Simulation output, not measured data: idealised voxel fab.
Process module under the name voxel lift off
Cross-section cut spans 230 nm and uses square cells 5 nm in size.
How to read a cross-section here: the picture is a grid of square cells, written as bands going from the top down, and any band can span one or more rows of cells. It is stipulated that each band's entry specify, in nanometres, the height of the top of the band and then that of its bottom, followed by the materials of the band in left-to-right sequence, each together with its width in nanometres. A single material marked by the word "throughout" is understood to fill the band from edge to edge; the word "empty" is understood to denote empty space. Height 0 is the level under which the wafer as received is all one material. The lowest band goes on downwards, as in "0 -> down". Think of "30->40" as a width that walks from the first number to the second as you go down the band, top row to bottom row, taking equal-sized steps from row to row. For the purposes of this document, the phrase "nothing changed" attached to a step denotes that no cell within the cross-section was modified by that step. Look at "Closed void register" for the closed voids: empty spaces with no open path to the top, sized 8 cells or up. Each is width x height at distance, distance from the left edge, all nm. Step line, after settings: the simulator's comment on this step. A step line may carry the setting "overlay nm", which, for steps involving a mask, states the distance by which the mask lay to the right of its intended position; negative values denote displacement to the left.

Process steps - plan
1,RECEIVE | material Si
2,CONFORMAL_DEP | material SiN | thk nm 5
3,PATTERN | tone open | mask id LINES | material resist | width nm 15 | pitch nm 30 | thk nm 30 | overlay nm 0
4,DIRECTIONAL_DEP | material Ru | thk nm 15
5,STRIP | etch materials resist
6,CONFORMAL_DEP | material SiO2 | thk nm 5

As-received wafer cross-section (after step 1)
- 0 -> down = Si throughout
- Closed void register: none

This is how the wafer looks in cross-section once the module is done, given the starting state and plan above and one mistake in carrying the plan out
- 20 -> 15 = empty 85  SiO2 25  empty 5  SiO2 25  empty 90
- 15 -> 10 = empty 85  SiO2 5  Ru 15  SiO2 5  empty 5  SiO2 5  Ru 15  SiO2 5  empty 90
- 10 -> 5 = SiO2 90  Ru 15  SiO2 15  Ru 15  SiO2 95
- 5 -> 0 = SiN throughout
- 0 -> down = Si throughout
- Closed void register: none
What broke from the plan during processing? step 4 did not use the planned setting and instead ran as DIRECTIONAL_DEP | material Ru | thk nm 10
